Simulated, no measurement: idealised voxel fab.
Process module in this document: voxel self aligned contacts
Shown is cross-section cut, with a width of 255 nm and square cells of size 5 nm.
A cross-section in this document is a grid of square cells, and it is written down as bands, the top band listed before the ones below it; a band is made up of one or more rows of cells. Top, bottom (nm), then materials left to right with widths (nm); lone material tagged "full width" fills the whole band edge to edge; "blank" = empty space. Measure heights from 0. That's the level where, below it, the as-received wafer is all one material. The lowest band is bottomless and extends downward; write it as in "0..down". Read "30 to 40" as a graded width: first number on top, second number at the bottom, same change between each pair of neighbouring rows. Take "nothing different" at face value: in the step it is given for, the cross-section changed in none of its cells. Empty spaces without an open route to the top, at least 8 cells in extent, make up the entry "Voids, fully enclosed"; each is given as width x height at distance, where the distance is measured from the left edge, and all are in nm. Step line, after settings: the simulator's comment on this step. What "overlay nm" on a step's line means: if the step has a mask, that mask lay this far to the right of its planned place, or, when the value is negative, to the left.

Steps planned for the process
1 op RECEIVE | material Si
2 op OXIDIZE | depth nm 5
3 op DIRECTIONAL_DEP | material polySi | thk nm 20
4 op DIRECTIONAL_DEP | material SiN | thk nm 20
5 op DIRECTIONAL_DEP | material aC | thk nm 10
6 op PATTERN | tone cover | mask id GATE | material resist | width nm 35 | pitch nm 60 | thk nm 30 | overlay nm 0
7 op DIRECTIONAL_ETCH | etch materials aC | depth nm 10
8 op STRIP | etch materials resist
9 op DIRECTIONAL_ETCH | etch materials SiN | depth nm 20
10 op DIRECTIONAL_ETCH | etch materials polySi | depth nm 20
11 op STRIP | etch materials aC
12 op CONFORMAL_DEP | material SiN | thk nm 5
13 op DIRECTIONAL_ETCH | etch materials SiN | depth nm 5
14 op FILL_DEP | material SiO2 | thk nm 15
15 op CMP | height nm 45
16 op DIRECTIONAL_DEP | material aC | thk nm 10
17 op PATTERN | tone open | mask id CONTACT | material resist | width nm 35 | pitch nm 60 | thk nm 25 | overlay nm 0
18 op DIRECTIONAL_ETCH | etch materials aC | depth nm 10
19 op STRIP | etch materials resist
20 op DIRECTIONAL_ETCH | etch materials SiO2 | depth nm 50
21 op STRIP | etch materials aC
22 op CONFORMAL_DEP | material TiN | thk nm 5
23 op FILL_DEP | material W | thk nm 10
24 op CMP | height nm 45
25 op CONFORMAL_DEP | material SiCN | thk nm 5

First wafer, two in total, run as planned

as received, after step 1
  0..down  Si full width
  Voids, fully enclosed: none

Cross-sectional representation of the wafer at the conclusion of step 2
  0..-5  SiO2 full width
  Below -5, no change.

Cross-sectional representation of the wafer at the conclusion of step 3
  20..0  polySi full width
  Below 0, no change.

Cross-sectional representation of the wafer at the conclusion of step 4
  40..20  SiN full width
  Below 20, no change.

Cross-sectional representation of the wafer at the conclusion of step 5
  50..40  aC full width
  Below 40, no change.

Cross-sectional representation of the wafer at the conclusion of step 6
  80..50  50 blank, 35 resist, 25 blank, 35 resist, 25 blank, 35 resist, 50 blank
  Below 50, no change.

Cross-sectional representation of the wafer at the conclusion of step 7
  70..50  50 blank, 35 resist, 25 blank, 35 resist, 25 blank, 35 resist, 50 blank
  50..40  50 blank, 35 aC, 25 blank, 35 aC, 25 blank, 35 aC, 50 blank
  Below 40, no change.

Cross-sectional representation of the wafer at the conclusion of step 8
  50..40  50 blank, 35 aC, 25 blank, 35 aC, 25 blank, 35 aC, 50 blank
  Below 40, no change.

Cross-sectional representation of the wafer at the conclusion of step 9
  50..40  50 blank, 35 aC, 25 blank, 35 aC, 25 blank, 35 aC, 50 blank
  40..20  50 blank, 35 SiN, 25 blank, 35 SiN, 25 blank, 35 SiN, 50 blank
  Below 20, no change.

Cross-sectional representation of the wafer at the conclusion of step 10
  50..40  50 blank, 35 aC, 25 blank, 35 aC, 25 blank, 35 aC, 50 blank
  40..20  50 blank, 35 SiN, 25 blank, 35 SiN, 25 blank, 35 SiN, 50 blank
  20..0  50 blank, 35 polySi, 25 blank, 35 polySi, 25 blank, 35 polySi, 50 blank
  Below 0, no change.

Cross-sectional representation of the wafer at the conclusion of step 11
  40..20  50 blank, 35 SiN, 25 blank, 35 SiN, 25 blank, 35 SiN, 50 blank
  Below 20, no change.

Cross-sectional representation of the wafer at the conclusion of step 12
  45..20  45 blank, 45 SiN, 15 blank, 45 SiN, 15 blank, 45 SiN, 45 blank
  20..5  45 blank, 5 SiN, 35 polySi, 5 SiN, 15 blank, 5 SiN, 35 polySi, 5 SiN, 15 blank, 5 SiN, 35 polySi, 5 SiN, 45 blank
  5..0  50 SiN, 35 polySi, 25 SiN, 35 polySi, 25 SiN, 35 polySi, 50 SiN
  Below 0, no change.

Cross-sectional representation of the wafer at the conclusion of step 13
  40..20  45 blank, 45 SiN, 15 blank, 45 SiN, 15 blank, 45 SiN, 45 blank
  20..0  45 blank, 5 SiN, 35 polySi, 5 SiN, 15 blank, 5 SiN, 35 polySi, 5 SiN, 15 blank, 5 SiN, 35 polySi, 5 SiN, 45 blank
  Below 0, no change.

Cross-sectional representation of the wafer at the conclusion of step 14
  55..40  SiO2 full width
  40..20  45 SiO2, 45 SiN, 15 SiO2, 45 SiN, 15 SiO2, 45 SiN, 45 SiO2
  20..0  45 SiO2, 5 SiN, 35 polySi, 5 SiN, 15 SiO2, 5 SiN, 35 polySi, 5 SiN, 15 SiO2, 5 SiN, 35 polySi, 5 SiN, 45 SiO2
  Below 0, no change.

Cross-sectional representation of the wafer at the conclusion of step 15
  45..40  SiO2 full width
  Below 40, no change.

Cross-sectional representation of the wafer at the conclusion of step 16
  55..45  aC full width
  Below 45, no change.

Cross-sectional representation of the wafer at the conclusion of step 17
  80..55  80 resist, 35 blank, 25 resist, 35 blank, 80 resist
  Below 55, no change.

Cross-sectional representation of the wafer at the conclusion of step 18
  70..55  80 resist, 35 blank, 25 resist, 35 blank, 80 resist
  55..45  80 aC, 35 blank, 25 aC, 35 blank, 80 aC
  Below 45, no change.

Cross-sectional representation of the wafer at the conclusion of step 19
  55..45  80 aC, 35 blank, 25 aC, 35 blank, 80 aC
  Below 45, no change.

Cross-sectional representation of the wafer at the conclusion of step 20
  55..45  80 aC, 35 blank, 25 aC, 35 blank, 80 aC
  45..40  80 SiO2, 35 blank, 25 SiO2, 35 blank, 80 SiO2
  40..20  45 SiO2, 45 SiN, 15 blank, 45 SiN, 15 blank, 45 SiN, 45 SiO2
  20..0  45 SiO2, 5 SiN, 35 polySi, 5 SiN, 15 blank, 5 SiN, 35 polySi, 5 SiN, 15 blank, 5 SiN, 35 polySi, 5 SiN, 45 SiO2
  0..-5  90 SiO2, 15 blank, 45 SiO2, 15 blank, 90 SiO2
  Below -5, no change.

Cross-sectional representation of the wafer at the conclusion of step 21
  45..40  80 SiO2, 35 blank, 25 SiO2, 35 blank, 80 SiO2
  Below 40, no change.

Cross-sectional representation of the wafer at the conclusion of step 22
  50..45  85 TiN, 25 blank, 35 TiN, 25 blank, 85 TiN
  45..40  80 SiO2, 15 TiN, 5 blank, 15 TiN, 25 SiO2, 15 TiN, 5 blank, 15 TiN, 80 SiO2
  40..20  45 SiO2, 45 SiN, 5 TiN, 5 blank, 5 TiN, 45 SiN, 5 TiN, 5 blank, 5 TiN, 45 SiN, 45 SiO2
  20..0  45 SiO2, 5 SiN, 35 polySi, 5 SiN, 5 TiN, 5 blank, 5 TiN, 5 SiN, 35 polySi, 5 SiN, 5 TiN, 5 blank, 5 TiN, 5 SiN, 35 polySi, 5 SiN, 45 SiO2
  0..-5  90 SiO2, 15 TiN, 45 SiO2, 15 TiN, 90 SiO2
  Below -5, no change.

Cross-sectional representation of the wafer at the conclusion of step 23
  60..50  W full width
  50..45  85 TiN, 25 W, 35 TiN, 25 W, 85 TiN
  45..40  80 SiO2, 15 TiN, 5 W, 15 TiN, 25 SiO2, 15 TiN, 5 W, 15 TiN, 80 SiO2
  40..20  45 SiO2, 45 SiN, 5 TiN, 5 W, 5 TiN, 45 SiN, 5 TiN, 5 W, 5 TiN, 45 SiN, 45 SiO2
  20..0  45 SiO2, 5 SiN, 35 polySi, 5 SiN, 5 TiN, 5 W, 5 TiN, 5 SiN, 35 polySi, 5 SiN, 5 TiN, 5 W, 5 TiN, 5 SiN, 35 polySi, 5 SiN, 45 SiO2
  Below 0, no change.

Cross-sectional representation of the wafer at the conclusion of step 24
  45..40  80 SiO2, 15 TiN, 5 W, 15 TiN, 25 SiO2, 15 TiN, 5 W, 15 TiN, 80 SiO2
  Below 40, no change.

Cross-sectional representation of the wafer at the conclusion of step 25
  50..45  SiCN full width
  Below 45, no change.

The second wafer: identical to the first at the outset and in its planned sequence, differing only in that one mistake was made during processing; up to and including step 2, its path is the first wafer's path

The second wafer in cross-section, at the planned close of step 3
  40..0  polySi full width
  Below 0, no change.

The second wafer in cross-section, at the planned close of step 4
  60..40  SiN full width
  Below 40, no change.

The second wafer in cross-section, at the planned close of step 5
  70..60  aC full width
  Below 60, no change.

The second wafer in cross-section, at the planned close of step 6
  100..70  50 blank, 35 resist, 25 blank, 35 resist, 25 blank, 35 resist, 50 blank
  Below 70, no change.

The second wafer in cross-section, at the planned close of step 7
  90..70  50 blank, 35 resist, 25 blank, 35 resist, 25 blank, 35 resist, 50 blank
  70..60  50 blank, 35 aC, 25 blank, 35 aC, 25 blank, 35 aC, 50 blank
  Below 60, no change.

The second wafer in cross-section, at the planned close of step 8
  70..60  50 blank, 35 aC, 25 blank, 35 aC, 25 blank, 35 aC, 50 blank
  Below 60, no change.

The second wafer in cross-section, at the planned close of step 9
  70..60  50 blank, 35 aC, 25 blank, 35 aC, 25 blank, 35 aC, 50 blank
  60..40  50 blank, 35 SiN, 25 blank, 35 SiN, 25 blank, 35 SiN, 50 blank
  Below 40, no change.

The second wafer in cross-section, at the planned close of step 10
  70..60  50 blank, 35 aC, 25 blank, 35 aC, 25 blank, 35 aC, 50 blank
  60..40  50 blank, 35 SiN, 25 blank, 35 SiN, 25 blank, 35 SiN, 50 blank
  40..20  50 blank, 35 polySi, 25 blank, 35 polySi, 25 blank, 35 polySi, 50 blank
  Below 20, no change.

The second wafer in cross-section, at the planned close of step 11
  60..40  50 blank, 35 SiN, 25 blank, 35 SiN, 25 blank, 35 SiN, 50 blank
  Below 40, no change.

The second wafer in cross-section, at the planned close of step 12
  65..40  45 blank, 45 SiN, 15 blank, 45 SiN, 15 blank, 45 SiN, 45 blank
  40..25  45 blank, 5 SiN, 35 polySi, 5 SiN, 15 blank, 5 SiN, 35 polySi, 5 SiN, 15 blank, 5 SiN, 35 polySi, 5 SiN, 45 blank
  25..20  50 SiN, 35 polySi, 25 SiN, 35 polySi, 25 SiN, 35 polySi, 50 SiN
  Below 20, no change.

The second wafer in cross-section, at the planned close of step 13
  60..40  45 blank, 45 SiN, 15 blank, 45 SiN, 15 blank, 45 SiN, 45 blank
  40..20  45 blank, 5 SiN, 35 polySi, 5 SiN, 15 blank, 5 SiN, 35 polySi, 5 SiN, 15 blank, 5 SiN, 35 polySi, 5 SiN, 45 blank
  Below 20, no change.

The second wafer in cross-section, at the planned close of step 14
  75..60  SiO2 full width
  60..40  45 SiO2, 45 SiN, 15 SiO2, 45 SiN, 15 SiO2, 45 SiN, 45 SiO2
  40..20  45 SiO2, 5 SiN, 35 polySi, 5 SiN, 15 SiO2, 5 SiN, 35 polySi, 5 SiN, 15 SiO2, 5 SiN, 35 polySi, 5 SiN, 45 SiO2
  Below 20, no change.

The second wafer in cross-section, at the planned close of step 15
  45..40  45 SiO2, 45 SiN, 15 SiO2, 45 SiN, 15 SiO2, 45 SiN, 45 SiO2
  Below 40, no change.

The second wafer in cross-section, at the planned close of step 16
  55..45  aC full width
  Below 45, no change.

The second wafer in cross-section, at the planned close of step 17
  80..55  80 resist, 35 blank, 25 resist, 35 blank, 80 resist
  Below 55, no change.

The second wafer in cross-section, at the planned close of step 18
  70..55  80 resist, 35 blank, 25 resist, 35 blank, 80 resist
  55..45  80 aC, 35 blank, 25 aC, 35 blank, 80 aC
  Below 45, no change.

The second wafer in cross-section, at the planned close of step 19
  55..45  80 aC, 35 blank, 25 aC, 35 blank, 80 aC
  Below 45, no change.

The second wafer in cross-section, at the planned close of step 20
  55..45  80 aC, 35 blank, 25 aC, 35 blank, 80 aC
  45..40  45 SiO2, 45 SiN, 15 blank, 45 SiN, 15 blank, 45 SiN, 45 SiO2
  40..20  45 SiO2, 5 SiN, 35 polySi, 5 SiN, 15 blank, 5 SiN, 35 polySi, 5 SiN, 15 blank, 5 SiN, 35 polySi, 5 SiN, 45 SiO2
  Below 20, no change.

The second wafer in cross-section, at the planned close of step 21
  45..40  45 SiO2, 45 SiN, 15 blank, 45 SiN, 15 blank, 45 SiN, 45 SiO2
  Below 40, no change.

The second wafer in cross-section, at the planned close of step 22
  50..45  95 TiN, 5 blank, 55 TiN, 5 blank, 95 TiN
  45..40  45 SiO2, 45 SiN, 5 TiN, 5 blank, 5 TiN, 45 SiN, 5 TiN, 5 blank, 5 TiN, 45 SiN, 45 SiO2
  40..25  45 SiO2, 5 SiN, 35 polySi, 5 SiN, 5 TiN, 5 blank, 5 TiN, 5 SiN, 35 polySi, 5 SiN, 5 TiN, 5 blank, 5 TiN, 5 SiN, 35 polySi, 5 SiN, 45 SiO2
  25..20  45 SiO2, 5 SiN, 35 polySi, 5 SiN, 15 TiN, 5 SiN, 35 polySi, 5 SiN, 15 TiN, 5 SiN, 35 polySi, 5 SiN, 45 SiO2
  Below 20, no change.

The second wafer in cross-section, at the planned close of step 23
  60..50  W full width
  50..45  95 TiN, 5 W, 55 TiN, 5 W, 95 TiN
  45..40  45 SiO2, 45 SiN, 5 TiN, 5 W, 5 TiN, 45 SiN, 5 TiN, 5 W, 5 TiN, 45 SiN, 45 SiO2
  40..25  45 SiO2, 5 SiN, 35 polySi, 5 SiN, 5 TiN, 5 W, 5 TiN, 5 SiN, 35 polySi, 5 SiN, 5 TiN, 5 W, 5 TiN, 5 SiN, 35 polySi, 5 SiN, 45 SiO2
  Below 25, no change.

The second wafer in cross-section, at the planned close of step 24
  45..40  45 SiO2, 45 SiN, 5 TiN, 5 W, 5 TiN, 45 SiN, 5 TiN, 5 W, 5 TiN, 45 SiN, 45 SiO2
  Below 40, no change.

The second wafer in cross-section, at the planned close of step 25
  50..45  SiCN full width
  Below 45, no change.
Heads up, the wafer didn't run the way we planned it: step 3 of the plan was carried out twice
End check, counted in cells, second wafer has more or fewer of these materials than the first: SiN: 81 fewer, SiO2: 85 fewer, TiN: 28 fewer, W: 10 fewer, polySi: 204 more
